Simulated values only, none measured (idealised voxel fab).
You're looking at the process module voxel double patterning.
cross-section cut | 200 nm wide | cells 5 nm
We lay out every cross-section as a grid of square cells and spell it out in bands from the top down, where one band means one or more rows of cells. Basically the band line says how high the top is and how high the bottom is, in nm, and then what's in it from left to right, every material with its width in nm. Empty space shows up as "empty", and if a single material carries "throughout" it runs the full band edge to edge. Note: height 0 marks the level under which the wafer is uniformly one material as received. Lowest band unbounded below, written "0..down". When a width is written as two numbers, as in "30..40", the first number is the width in the top row of cells of the band and the second is the width in its bottom row, and the width changes by the same amount from each row to the next. Reading "no change" for a step: not a cell of the cross-section changed in it. Look at "Trapped cavities" for the closed voids: empty spaces with no open path to the top, sized 8 cells or up. Each is width x height at distance, distance from the left edge, all nm. Text after the settings on a step's line: the simulator's own remark on that step. The optional step-line setting "overlay nm" applies to steps with a mask and quantifies how far to the right of its planned location the mask lay, a negative value indicating leftward placement.
# Process steps foreseen in the plan
1,op RECEIVE | material Si
2,op CONFORMAL_DEP | material SiO2 | thk nm 10
3,op DIRECTIONAL_DEP | material TiN | thk nm 20
4,op DIRECTIONAL_DEP | material SiN | thk nm 5
5,op MASKED_ETCH | tone open | mask id FIRST | width nm 15 | pitch nm 50 | etch materials SiN | depth nm 5 | overlay nm 0
6,op DIRECTIONAL_DEP | material aC | thk nm 15
7,op PATTERN | tone open | mask id SECOND | material resist | width nm 15 | thk nm 35 | overlay nm 0
8,op DIRECTIONAL_ETCH | etch materials aC | depth nm 15
9,op STRIP | etch materials resist
10,op DIRECTIONAL_ETCH | etch materials SiN | depth nm 5
11,op STRIP | etch materials aC
12,op DIRECTIONAL_ETCH | etch materials TiN | depth nm 20
13,op STRIP | etch materials SiN
# Concerning the first of two wafers, which was run in accordance with the plan
# as received, after step 1
> 0..down: Si throughout
> Trapped cavities: none
# After step 2: wafer cross-section
> 10..0: SiO2 throughout
> Under the height 0 nothing was changed.
# After step 3: wafer cross-section
> 30..10: TiN throughout
> Under the height 10 nothing was changed.
# After step 4: wafer cross-section
> 35..30: SiN throughout
> Under the height 30 nothing was changed.
# After step 5: wafer cross-section
> 35..30: SiN=65, then empty=15, then SiN=35, then empty=15, then SiN=70
> Under the height 30 nothing was changed.
# After step 6: wafer cross-section
> 50..45: aC=65, then empty=15, then aC=35, then empty=15, then aC=70
> 45..35: aC throughout
> 35..30: SiN=65, then aC=15, then SiN=35, then aC=15, then SiN=70
> Under the height 30 nothing was changed.
# After step 7: wafer cross-section
> 85..50: resist=90, then empty=15, then resist=95
> 50..45: aC=65, then resist=15, then aC=35, then resist=15, then aC=70
> Under the height 45 nothing was changed.
# After step 8: wafer cross-section
> 70..50: resist=90, then empty=15, then resist=95
> 50..45: aC=65, then resist=15, then aC=10, then empty=15, then aC=10, then resist=15, then aC=70
> 45..35: aC=90, then empty=15, then aC=95
> Under the height 35 nothing was changed.
# After step 9: wafer cross-section
> 50..45: aC=65, then empty=15, then aC=10, then empty=15, then aC=10, then empty=15, then aC=70
> Under the height 45 nothing was changed.
# After step 10: wafer cross-section
> 50..45: aC=65, then empty=15, then aC=10, then empty=15, then aC=10, then empty=15, then aC=70
> 45..35: aC=90, then empty=15, then aC=95
> 35..30: SiN=65, then aC=15, then SiN=10, then empty=15, then SiN=10, then aC=15, then SiN=70
> Under the height 30 nothing was changed.
# After step 11: wafer cross-section
> 35..30: SiN=65, then empty=15, then SiN=10, then empty=15, then SiN=10, then empty=15, then SiN=70
> Under the height 30 nothing was changed.
# After step 12: wafer cross-section
> 35..30: SiN=65, then empty=15, then SiN=10, then empty=15, then SiN=10, then empty=15, then SiN=70
> 30..10: TiN=65, then empty=15, then TiN=10, then empty=15, then TiN=10, then empty=15, then TiN=70
> Under the height 10 nothing was changed.
# After step 13: wafer cross-section
> 30..10: TiN=65, then empty=15, then TiN=10, then empty=15, then TiN=10, then empty=15, then TiN=70
> Under the height 10 nothing was changed.
# Now the other wafer: same start, same recipe, but we messed up one thing when running it. Up to and including step 2 it's the same as the first one
# Here is the second wafer in cross-section at the point where step 3 of the plan should have been done
> 25..10: TiN throughout
> Under the height 10 nothing was changed.
# Here is the second wafer in cross-section at the point where step 4 of the plan should have been done
> 30..25: SiN throughout
> Under the height 25 nothing was changed.
# Here is the second wafer in cross-section at the point where step 5 of the plan should have been done
> 30..25: SiN=65, then empty=15, then SiN=35, then empty=15, then SiN=70
> Under the height 25 nothing was changed.
# Here is the second wafer in cross-section at the point where step 6 of the plan should have been done
> 45..40: aC=65, then empty=15, then aC=35, then empty=15, then aC=70
> 40..30: aC throughout
> 30..25: SiN=65, then aC=15, then SiN=35, then aC=15, then SiN=70
> Under the height 25 nothing was changed.
# Here is the second wafer in cross-section at the point where step 7 of the plan should have been done
> 80..45: resist=90, then empty=15, then resist=95
> 45..40: aC=65, then resist=15, then aC=35, then resist=15, then aC=70
> Under the height 40 nothing was changed.
# Here is the second wafer in cross-section at the point where step 8 of the plan should have been done
> 65..45: resist=90, then empty=15, then resist=95
> 45..40: aC=65, then resist=15, then aC=10, then empty=15, then aC=10, then resist=15, then aC=70
> 40..30: aC=90, then empty=15, then aC=95
> Under the height 30 nothing was changed.
# Here is the second wafer in cross-section at the point where step 9 of the plan should have been done
> 45..40: aC=65, then empty=15, then aC=10, then empty=15, then aC=10, then empty=15, then aC=70
> Under the height 40 nothing was changed.
# Here is the second wafer in cross-section at the point where step 10 of the plan should have been done
> 45..40: aC=65, then empty=15, then aC=10, then empty=15, then aC=10, then empty=15, then aC=70
> 40..30: aC=90, then empty=15, then aC=95
> 30..25: SiN=65, then aC=15, then SiN=10, then empty=15, then SiN=10, then aC=15, then SiN=70
> Under the height 25 nothing was changed.
# Here is the second wafer in cross-section at the point where step 11 of the plan should have been done
> 30..25: SiN=65, then empty=15, then SiN=10, then empty=15, then SiN=10, then empty=15, then SiN=70
> Under the height 25 nothing was changed.
# Here is the second wafer in cross-section at the point where step 12 of the plan should have been done
> 30..25: SiN=65, then empty=15, then SiN=10, then empty=15, then SiN=10, then empty=15, then SiN=70
> 25..10: TiN=65, then empty=15, then TiN=10, then empty=15, then TiN=10, then empty=15, then TiN=70
> Under the height 10 nothing was changed.
# Here is the second wafer in cross-section at the point where step 13 of the plan should have been done
> 25..10: TiN=65, then empty=15, then TiN=10, then empty=15, then TiN=10, then empty=15, then TiN=70
> Under the height 10 nothing was changed.
Processing error: step 3 ran as: op DIRECTIONAL_DEP | material TiN | thk nm 15
Bottom line after processing is that, in cells, the second wafer is up or down on some materials versus the first: TiN: 31 fewer
